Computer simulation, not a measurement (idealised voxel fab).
Presented below is a process module, voxel ribs on slabs.
This is section cut - it's 155 nm across, gridded in 5 nm square cells.
Cross-section = grid of square cells, listed top down in bands; band = one or more rows.
For a band, the entry starts with two heights in nm, that of the top and then that of the bottom, and carries on with the band's materials in order from left to right, each alongside its width in nm; the word "edge to edge" beside a single material means it fills the band edge to edge, and "blank" means empty space.
Heights are reckoned from 0. Under this level, the received wafer is all of one material. The bottommost band is open-ended downward, for example "0 -> down".
Graded width ("30->40"): value in top row of band = first number; value in bottom row = second number; row-to-row change constant.
Reading "all unchanged" for a step: not a cell of the cross-section changed in it.
The label "Enclosed void listing" introduces a list of the empty spaces, 8 cells or larger, that have no open way up to the top; each entry in it reads width x height at distance, where the distance is taken from the left edge and all three are stated in nm.
If you see something after the settings on a step's line, that's the simulator's own remark about that step.
The optional step-line setting "overlay nm" applies to steps with a mask and quantifies how far to the right of its planned location the mask lay, a negative value indicating leftward placement.
Set out below are the planned steps of the process:
step 1: RECEIVE | material Si
step 2: DIRECTIONAL_DEP | material SiO2 | thk nm 30
step 3: DIRECTIONAL_DEP | material polySi | thk nm 25
step 4: PATTERN | tone cover | mask id RIB | material resist | width nm 20 | thk nm 15 | overlay nm 0
step 5: DIRECTIONAL_ETCH | etch materials polySi | depth nm 10
step 6: STRIP | etch materials resist
step 7: MASKED_ETCH | tone cover | mask id SLAB | width nm 60 | etch materials polySi | depth nm 15 | overlay nm 0
step 8: FILL_DEP | material SiO2 | thk nm 25
step 9: CMP | height nm 70
step 10: DIRECTIONAL_DEP | material W | thk nm 10
step 11: PATTERN | tone cover | mask id HEATER | material resist | width nm 40 | thk nm 15 | overlay nm 0
step 12: DIRECTIONAL_ETCH | etch materials W | depth nm 10
step 13: STRIP | etch materials resist
step 14: CONFORMAL_DEP | material SiO2 | thk nm 10
Same starting wafers, different width nm at step 4. Plan value belongs to the first wafer.
First of several wafers, received after step 1, in cross-section:
0 -> down: Si edge to edge
Enclosed void listing: none
What follows is a table in which each wafer occupies a row; for the wafer as it stands at the close of the module, the row states, material by material, how many cells have been gained (+) or lost (-) since receipt, and then gives its closed voids:
width nm 20 | +460 SiO2 | +16 W | +44 polySi | Enclosed void listing: none
width nm 25 | +458 SiO2 | +16 W | +46 polySi | Enclosed void listing: none
width nm 30 | +456 SiO2 | +16 W | +48 polySi | Enclosed void listing: none
width nm 35 | +454 SiO2 | +16 W | +50 polySi | Enclosed void listing: none
width nm 40 | +452 SiO2 | +16 W | +52 polySi | Enclosed void listing: none
width nm 45 | +450 SiO2 | +16 W | +54 polySi | Enclosed void listing: none
